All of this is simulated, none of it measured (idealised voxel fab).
Presented below is a process module, voxel spacer lines.
Displayed cross-section: cut, width of 195 nm, square cells sized 5 nm.
How to read a cross-section here: the picture is a grid of square cells, written as bands going from the top down, and any band can span one or more rows of cells.
Top, bottom (nm), then materials left to right with widths (nm); lone material tagged "throughout" fills the whole band edge to edge; "blank" = empty space.
The reference from which all heights are counted is 0, the level beneath which the as-received wafer is entirely one material; the lowest band, having no lower bound, proceeds downward and is written after the example "0..down".
So if you see something like "30..40" for the width, read it as the top row of the band sitting at the first number and the bottom row at the second, with every row in between moving by the same amount as the last.
Step marked "same as before"? Then no cell in the cross-section changed in it.
Each empty space that has no open way to the top and spans at least 8 cells appears under "Sealed internal voids" as width x height at distance, the distance counted from the left edge, all in nm.
Formally, on a step line, whatever follows the settings is a remark that the simulator itself makes on the step.
overlay nm: on a step with a mask, how far right of its planned place the mask lay; negative means left.
[Here's what the planned process steps look like]
1,RECEIVE: material Si
2,CONFORMAL_DEP: material SiO2, thk nm 10
3,DIRECTIONAL_DEP: material polySi, thk nm 10
4,DIRECTIONAL_DEP: material aC, thk nm 30
5,PATTERN: tone cover, mask id MANDREL, material resist, width nm 25, pitch nm 70, thk nm 35, overlay nm 0
6,DIRECTIONAL_ETCH: etch materials aC, depth nm 30
7,STRIP: etch materials resist
8,CONFORMAL_DEP: material SiN, thk nm 10
9,DIRECTIONAL_ETCH: etch materials SiN, depth nm 10
10,STRIP: etch materials aC
11,DIRECTIONAL_ETCH: etch materials polySi, depth nm 10
12,STRIP: etch materials SiN
[Wafer at receipt (post step 1), cross-section]
    0..down: Si throughout
    Sealed internal voids: none
[The first of two wafers, cross-sectioned at the end of the module, with the run proceeding as planned]
    20..10: blank 5 nm  polySi 10 nm  blank 25 nm  polySi 10 nm  blank 25 nm  polySi 10 nm  blank 25 nm  polySi 10 nm  blank 25 nm  polySi 10 nm  blank 25 nm  polySi 10 nm  blank 5 nm
    10..0: SiO2 throughout
    0..down: Si throughout
    Sealed internal voids: none
[Wafer two, sectioned after the module: the first wafer's start, the first wafer's plan, and one mistake in how it was run]
    50..20: blank 5 nm  polySi 10 nm  aC 25 nm  polySi 10 nm  blank 25 nm  polySi 10 nm  aC 25 nm  polySi 10 nm  blank 25 nm  polySi 10 nm  aC 25 nm  polySi 10 nm  blank 5 nm
    20..10: polySi throughout
    10..0: SiO2 throughout
    0..down: Si throughout
    Sealed internal voids: none
Processing error: step 8 ran differently from the plan; actual operation with settings: CONFORMAL_DEP: material polySi, thk nm 10
Materials where the second wafer ends with more or fewer cells than the first: aC: 90 more, polySi: 126 more
